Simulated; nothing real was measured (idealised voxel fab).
The following is a process module called voxel ribs on slabs.
FYI the section here is cut, 250 nm wide, cells are 5 nm squares.
A cross-section is a grid of square cells, given in bands from the top down. A band is one or more rows of cells. Each band's line starts with the height of the band's top and of its bottom, in nm. Then come its materials from left to right, each with its width in nm. One material with "everywhere" fills the band from edge to edge. "empty" is empty space. Heights from 0 (as-received wafer is one material below). Bottom band endless downward, as "0 -> down". You'd read "30..40" like this: the band's top row of cells is as wide as the first number, its bottom row is as wide as the second, and going down, every row changes width by the same amount as the row before did. "identical to before" means the step left every cell of the cross-section as it was. Each empty space that has no open way to the top and spans at least 8 cells appears under "Trapped void list" as width x height at distance, the distance counted from the left edge, all in nm. Whatever follows a step's settings on its line is a remark the simulator itself makes about that step. "overlay nm" answers the question of how far to the right of plan the mask lay on a step that has a mask, and when it is negative the answer is to the left.

Process steps - plan
1. RECEIVE [material Si]
2. DIRECTIONAL_DEP [material SiO2] [thk nm 30]
3. DIRECTIONAL_DEP [material polySi] [thk nm 20]
4. PATTERN [tone cover] [mask id RIB] [material resist] [width nm 30] [thk nm 15] [overlay nm 0]
5. DIRECTIONAL_ETCH [etch materials polySi] [depth nm 5]
6. STRIP [etch materials resist]
7. PATTERN [tone cover] [mask id SLAB] [material resist] [width nm 80] [thk nm 15] [overlay nm 0]
8. DIRECTIONAL_ETCH [etch materials polySi] [depth nm 15]
9. STRIP [etch materials resist]
10. FILL_DEP [material SiO2] [thk nm 15]
11. CMP [height nm 60]
12. DIRECTIONAL_DEP [material W] [thk nm 10]
13. PATTERN [tone cover] [mask id HEATER] [material resist] [width nm 40] [thk nm 20] [overlay nm 0]
14. DIRECTIONAL_ETCH [etch materials W] [depth nm 10]
15. STRIP [etch materials resist]
16. CONFORMAL_DEP [material SiO2] [thk nm 5]

Cross-section of the incoming wafer, state after step 1
- 0 -> down | Si everywhere
- Trapped void list: none

Cross-sectional result after module completion. Note: starting condition and plan are unchanged from above; one processing mistake was made
- 75 -> 70 | empty 100 nm, then SiO2 50 nm, then empty 100 nm
- 70 -> 65 | empty 100 nm, then SiO2 5 nm, then W 40 nm, then SiO2 5 nm, then empty 100 nm
- 65 -> 60 | SiO2 105 nm, then W 40 nm, then SiO2 105 nm
- 60 -> 50 | SiO2 85 nm, then polySi 80 nm, then SiO2 85 nm
- 50 -> 30 | polySi everywhere
- 30 -> 0 | SiO2 everywhere
- 0 -> down | Si everywhere
- Trapped void list: none
Run error: twice over, step 3 of the plan was run
